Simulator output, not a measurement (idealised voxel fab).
process module | voxel trench capacitor
cross-section cut | 200 nm wide | cells 5 nm
A cross-section is a grid of square cells, given in bands from the top down. A band is one or more rows of cells.
Each band's line starts with the height of the band's top and of its bottom, in nm. Then come its materials from left to right, each with its width in nm. One material with "throughout" fills the band from edge to edge. "air" is empty space.
Height 0 is the level under which the wafer as received is all one material. The lowest band goes on downwards, as in "0 down".
A width such as "30 to 40" changes by the same amount from each row of cells to the next, from the band's top row to its bottom row.
"no change" after a step means that no cell of the cross-section changed.
closed voids: empty space of 8 cells or more with no open way to the top, each as width x height at its distance from the left edge, in nm
after a step's settings: what the simulator itself notes on the step
overlay nm, on a step with a mask: how far to the right of its planned place the mask lay; to the left if negative
plan
1 op RECEIVE | material Si
2 op CONFORMAL_DEP | material SiN | thk nm 5
3 op DIRECTIONAL_DEP | material aC | thk nm 15
4 op PATTERN | tone open | mask id TRENCH | material resist | width nm 25 | pitch nm 40 | thk nm 35 | overlay nm 0
5 op DIRECTIONAL_ETCH | etch materials aC | depth nm 15
6 op STRIP | etch materials resist
7 op DIRECTIONAL_ETCH | etch materials SiN | depth nm 5
8 op DIRECTIONAL_ETCH | etch materials Si | depth nm 35
9 op STRIP | etch materials aC
10 op CONFORMAL_DEP | material Al2O3 | thk nm 5
11 op FILL_DEP | material polySi | thk nm 5
12 op CMP | height nm 5
first wafer, as planned
as received, after step 1
  0 down: Si throughout
  closed voids: none
after step 2
  5 to 0: SiN throughout
  below 0: unchanged
after step 3
  20 to 5: aC throughout
  below 5: unchanged
after step 4
  55 to 20: resist 45 | air 25 | resist 15 | air 25 | resist 15 | air 25 | resist 50
  below 20: unchanged
after step 5
  40 to 20: resist 45 | air 25 | resist 15 | air 25 | resist 15 | air 25 | resist 50
  20 to 5: aC 45 | air 25 | aC 15 | air 25 | aC 15 | air 25 | aC 50
  below 5: unchanged
after step 6
  20 to 5: aC 45 | air 25 | aC 15 | air 25 | aC 15 | air 25 | aC 50
  below 5: unchanged
after step 7
  20 to 5: aC 45 | air 25 | aC 15 | air 25 | aC 15 | air 25 | aC 50
  5 to 0: SiN 45 | air 25 | SiN 15 | air 25 | SiN 15 | air 25 | SiN 50
  below 0: unchanged
after step 8
  20 to 5: aC 45 | air 25 | aC 15 | air 25 | aC 15 | air 25 | aC 50
  5 to 0: SiN 45 | air 25 | SiN 15 | air 25 | SiN 15 | air 25 | SiN 50
  0 to -35: Si 45 | air 25 | Si 15 | air 25 | Si 15 | air 25 | Si 50
  below -35: unchanged
after step 9
  5 to 0: SiN 45 | air 25 | SiN 15 | air 25 | SiN 15 | air 25 | SiN 50
  below 0: unchanged
after step 10
  10 to 5: Al2O3 50 | air 15 | Al2O3 25 | air 15 | Al2O3 25 | air 15 | Al2O3 55
  5 to 0: SiN 45 | Al2O3 5 | air 15 | Al2O3 5 | SiN 15 | Al2O3 5 | air 15 | Al2O3 5 | SiN 15 | Al2O3 5 | air 15 | Al2O3 5 | SiN 50
  0 to -30: Si 45 | Al2O3 5 | air 15 | Al2O3 5 | Si 15 | Al2O3 5 | air 15 | Al2O3 5 | Si 15 | Al2O3 5 | air 15 | Al2O3 5 | Si 50
  -30 to -35: Si 45 | Al2O3 25 | Si 15 | Al2O3 25 | Si 15 | Al2O3 25 | Si 50
  below -35: unchanged
after step 11
  15 to 10: polySi throughout
  10 to 5: Al2O3 50 | polySi 15 | Al2O3 25 | polySi 15 | Al2O3 25 | polySi 15 | Al2O3 55
  5 to 0: SiN 45 | Al2O3 5 | polySi 15 | Al2O3 5 | SiN 15 | Al2O3 5 | polySi 15 | Al2O3 5 | SiN 15 | Al2O3 5 | polySi 15 | Al2O3 5 | SiN 50
  0 to -30: Si 45 | Al2O3 5 | polySi 15 | Al2O3 5 | Si 15 | Al2O3 5 | polySi 15 | Al2O3 5 | Si 15 | Al2O3 5 | polySi 15 | Al2O3 5 | Si 50
  below -30: unchanged
after step 12
  5 to 0: SiN 45 | Al2O3 5 | polySi 15 | Al2O3 5 | SiN 15 | Al2O3 5 | polySi 15 | Al2O3 5 | SiN 15 | Al2O3 5 | polySi 15 | Al2O3 5 | SiN 50
  below 0: unchanged
second wafer: like start, like plan, one mistake. Through step 3 it matches the first wafer
when step 4 should have ended
  55 to 20: air 45 | resist 25 | air 15 | resist 25 | air 15 | resist 25 | air 50
  below 20: unchanged
when step 5 should have ended
  40 to 20: air 45 | resist 25 | air 15 | resist 25 | air 15 | resist 25 | air 50
  20 to 5: air 45 | aC 25 | air 15 | aC 25 | air 15 | aC 25 | air 50
  below 5: unchanged
when step 6 should have ended
  20 to 5: air 45 | aC 25 | air 15 | aC 25 | air 15 | aC 25 | air 50
  below 5: unchanged
when step 7 should have ended
  20 to 5: air 45 | aC 25 | air 15 | aC 25 | air 15 | aC 25 | air 50
  5 to 0: air 45 | SiN 25 | air 15 | SiN 25 | air 15 | SiN 25 | air 50
  below 0: unchanged
when step 8 should have ended
  20 to 5: air 45 | aC 25 | air 15 | aC 25 | air 15 | aC 25 | air 50
  5 to 0: air 45 | SiN 25 | air 15 | SiN 25 | air 15 | SiN 25 | air 50
  0 to -35: air 45 | Si 25 | air 15 | Si 25 | air 15 | Si 25 | air 50
  below -35: unchanged
when step 9 should have ended
  5 to 0: air 45 | SiN 25 | air 15 | SiN 25 | air 15 | SiN 25 | air 50
  below 0: unchanged
when step 10 should have ended
  10 to 5: air 40 | Al2O3 35 | air 5 | Al2O3 35 | air 5 | Al2O3 35 | air 45
  5 to 0: air 40 | Al2O3 5 | SiN 25 | Al2O3 5 | air 5 | Al2O3 5 | SiN 25 | Al2O3 5 | air 5 | Al2O3 5 | SiN 25 | Al2O3 5 | air 45
  0 to -30: air 40 | Al2O3 5 | Si 25 | Al2O3 5 | air 5 | Al2O3 5 | Si 25 | Al2O3 5 | air 5 | Al2O3 5 | Si 25 | Al2O3 5 | air 45
  -30 to -35: Al2O3 45 | Si 25 | Al2O3 15 | Si 25 | Al2O3 15 | Si 25 | Al2O3 50
  below -35: unchanged
when step 11 should have ended
  15 to 10: polySi throughout
  10 to 5: polySi 40 | Al2O3 35 | polySi 5 | Al2O3 35 | polySi 5 | Al2O3 35 | polySi 45
  5 to 0: polySi 40 | Al2O3 5 | SiN 25 | Al2O3 5 | polySi 5 | Al2O3 5 | SiN 25 | Al2O3 5 | polySi 5 | Al2O3 5 | SiN 25 | Al2O3 5 | polySi 45
  0 to -30: polySi 40 | Al2O3 5 | Si 25 | Al2O3 5 | polySi 5 | Al2O3 5 | Si 25 | Al2O3 5 | polySi 5 | Al2O3 5 | Si 25 | Al2O3 5 | polySi 45
  below -30: unchanged
when step 12 should have ended
  5 to 0: polySi 40 | Al2O3 5 | SiN 25 | Al2O3 5 | polySi 5 | Al2O3 5 | SiN 25 | Al2O3 5 | polySi 5 | Al2O3 5 | SiN 25 | Al2O3 5 | polySi 45
  below 0: unchanged
what went wrong: step 4 ran as: op PATTERN | tone cover | mask id TRENCH | material resist | width nm 25 | pitch nm 40 | thk nm 35 | overlay nm 0
at the end the second wafer has, in cells: 10 more of Al2O3 | 70 fewer of Si | 10 fewer of SiN | 70 more of polySi
